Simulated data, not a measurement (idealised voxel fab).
This section sets out a process module, namely voxel gate over fins.
FYI the section here is cut, 265 nm wide, cells are 5 nm squares.
A cross-section is written here as square cells arranged in a grid, and it is given in bands from the top down, each band taking up one or more rows of cells. Heads up on the band format: heights come first, top then bottom, in nm. After that it's the materials left to right, each with its width in nm. A single material flagged "edge to edge" fills the whole band edge to edge, and "empty" means there's empty space there. Heights from 0 (as-received wafer is one material below). Bottom band endless downward, as "0..down". So if you see something like "30->40" for the width, read it as the top row of the band sitting at the first number and the bottom row at the second, with every row in between moving by the same amount as the last. "no change", as given for a step, is the statement that not any cell of the cross-section underwent a change during that step. Each empty space that has no open way to the top and spans at least 8 cells appears under "Fully sealed voids" as width x height at distance, the distance counted from the left edge, all in nm. The remark found on a step's line after its settings is issued by the simulator itself and pertains to that step. "overlay nm" denotes, for a step that has a mask, the displacement of the mask to the right of its planned place, with negative values corresponding to the left.

So here's the lineup of process steps we planned
1) RECEIVE with material Si
2) CONFORMAL_DEP with material SiN, thk nm 10
3) DIRECTIONAL_DEP with material aC, thk nm 10
4) PATTERN with tone cover, mask id FINS, material resist, width nm 15, pitch nm 50, thk nm 25, overlay nm 0
5) DIRECTIONAL_ETCH with etch materials aC, depth nm 10
6) STRIP with etch materials resist
7) DIRECTIONAL_ETCH with etch materials SiN, depth nm 10
8) DIRECTIONAL_ETCH with etch materials Si, depth nm 30
9) STRIP with etch materials aC
10) FILL_DEP with material SiO2, thk nm 15
11) CMP with height nm 10
12) PATTERN with tone open, mask id RAIL, material resist, width nm 15, thk nm 20, overlay nm -15
13) DIRECTIONAL_ETCH with etch materials SiO2, depth nm 35
14) STRIP with etch materials resist
15) CONFORMAL_DEP with material TiN, thk nm 5
16) FILL_DEP with material Ru, thk nm 5
17) CMP with height nm 10
18) SELECTIVE_ETCH with etch materials W Ru TiN, depth nm 25
19) FILL_DEP with material SiO2, thk nm 5
20) CMP with height nm 10
21) SELECTIVE_ETCH with etch materials SiO2, depth nm 20
22) STRIP with etch materials SiN
23) CONFORMAL_DEP with material HfO2, thk nm 5
24) CONFORMAL_DEP with material TiN, thk nm 5
25) CONFORMAL_DEP with material TiAl, thk nm 5
26) CONFORMAL_DEP with material TiN, thk nm 5
27) FILL_DEP with material W, thk nm 10
28) CMP with height nm 25
29) CONFORMAL_DEP with material SiN, thk nm 5
The plan's step 12 overlay nm is the first wafer's value; the wafers differ in this setting and start identical.

First wafer of several, as received: cross-section after step 1
> 0..down | Si edge to edge
> Fully sealed voids: none

First wafer at the end, after step 29
> 30..25 | SiN edge to edge
> 25..20 | W edge to edge
> 20..15 | W 55; TiN 155; W 55
> 15..10 | W 55; TiN 5; TiAl 45; TiN 5; TiAl 45; TiN 5; TiAl 45; TiN 5; W 55
> 10..5 | TiN 60; TiAl 5; TiN 35; TiAl 5; TiN 5; TiAl 5; TiN 35; TiAl 5; TiN 5; TiAl 5; TiN 35; TiAl 5; TiN 60
> 5..0 | TiAl 65; TiN 5; HfO2 25; TiN 5; TiAl 15; TiN 5; HfO2 25; TiN 5; TiAl 15; TiN 5; HfO2 25; TiN 5; TiAl 65
> 0..-5 | TiN 70; HfO2 5; Si 15; HfO2 5; TiN 25; HfO2 5; Si 15; HfO2 5; TiN 25; HfO2 5; Si 15; HfO2 5; TiN 70
> -5..-10 | HfO2 75; Si 15; HfO2 35; Si 15; HfO2 35; Si 15; HfO2 75
> -10..-15 | SiO2 75; Si 15; SiO2 35; Si 15; SiO2 35; Si 15; SiO2 75
> -15..-25 | SiO2 75; Si 15; TiN 10; SiO2 25; Si 15; SiO2 35; Si 15; SiO2 75
> -25..-30 | SiO2 75; Si 15; SiO2 35; Si 15; SiO2 35; Si 15; SiO2 75
> -30..down | Si edge to edge
> Fully sealed voids: none

Last wafer of the set, cross-sectioned at end of module
> 30..25 | SiN edge to edge
> 25..20 | W edge to edge
> 20..15 | W 55; TiN 155; W 55
> 15..10 | W 55; TiN 5; TiAl 45; TiN 5; TiAl 45; TiN 5; TiAl 45; TiN 5; W 55
> 10..5 | TiN 60; TiAl 5; TiN 35; TiAl 5; TiN 5; TiAl 5; TiN 35; TiAl 5; TiN 5; TiAl 5; TiN 35; TiAl 5; TiN 60
> 5..0 | TiAl 65; TiN 5; HfO2 25; TiN 5; TiAl 15; TiN 5; HfO2 25; TiN 5; TiAl 15; TiN 5; HfO2 25; TiN 5; TiAl 65
> 0..-5 | TiN 70; HfO2 5; Si 15; HfO2 5; TiN 25; HfO2 5; Si 15; HfO2 5; TiN 25; HfO2 5; Si 15; HfO2 5; TiN 70
> -5..-10 | HfO2 75; Si 15; HfO2 35; Si 15; HfO2 35; Si 15; HfO2 75
> -10..-15 | SiO2 75; Si 15; SiO2 35; Si 15; SiO2 35; Si 15; SiO2 75
> -15..-25 | SiO2 75; Si 15; SiO2 25; TiN 10; Si 15; SiO2 35; Si 15; SiO2 75
> -25..-30 | SiO2 75; Si 15; SiO2 35; Si 15; SiO2 35; Si 15; SiO2 75
> -30..down | Si edge to edge
> Fully sealed voids: none

Rows = wafers. At module end, each row lists per material the cells gained (+) or lost (-) since the wafer was received, then the closed voids
overlay nm -15 | +65 HfO2 | -264 Si | +53 SiN | +172 SiO2 | +65 TiAl | +130 TiN | +97 W | Fully sealed voids: none
overlay nm -10 | +65 HfO2 | +1 Ru | -264 Si | +53 SiN | +170 SiO2 | +65 TiAl | +131 TiN | +97 W | Fully sealed voids: none
overlay nm -5 | +65 HfO2 | +1 Ru | -264 Si | +53 SiN | +170 SiO2 | +65 TiAl | +131 TiN | +97 W | Fully sealed voids: none
overlay nm 0 | +65 HfO2 | +1 Ru | -264 Si | +53 SiN | +170 SiO2 | +65 TiAl | +131 TiN | +97 W | Fully sealed voids: none
overlay nm 5 | +65 HfO2 | +1 Ru | -264 Si | +53 SiN | +170 SiO2 | +65 TiAl | +131 TiN | +97 W | Fully sealed voids: none
overlay nm 10 | +65 HfO2 | +1 Ru | -264 Si | +53 SiN | +170 SiO2 | +65 TiAl | +131 TiN | +97 W | Fully sealed voids: none
overlay nm 15 | +65 HfO2 | -264 Si | +53 SiN | +172 SiO2 | +65 TiAl | +130 TiN | +97 W | Fully sealed voids: none
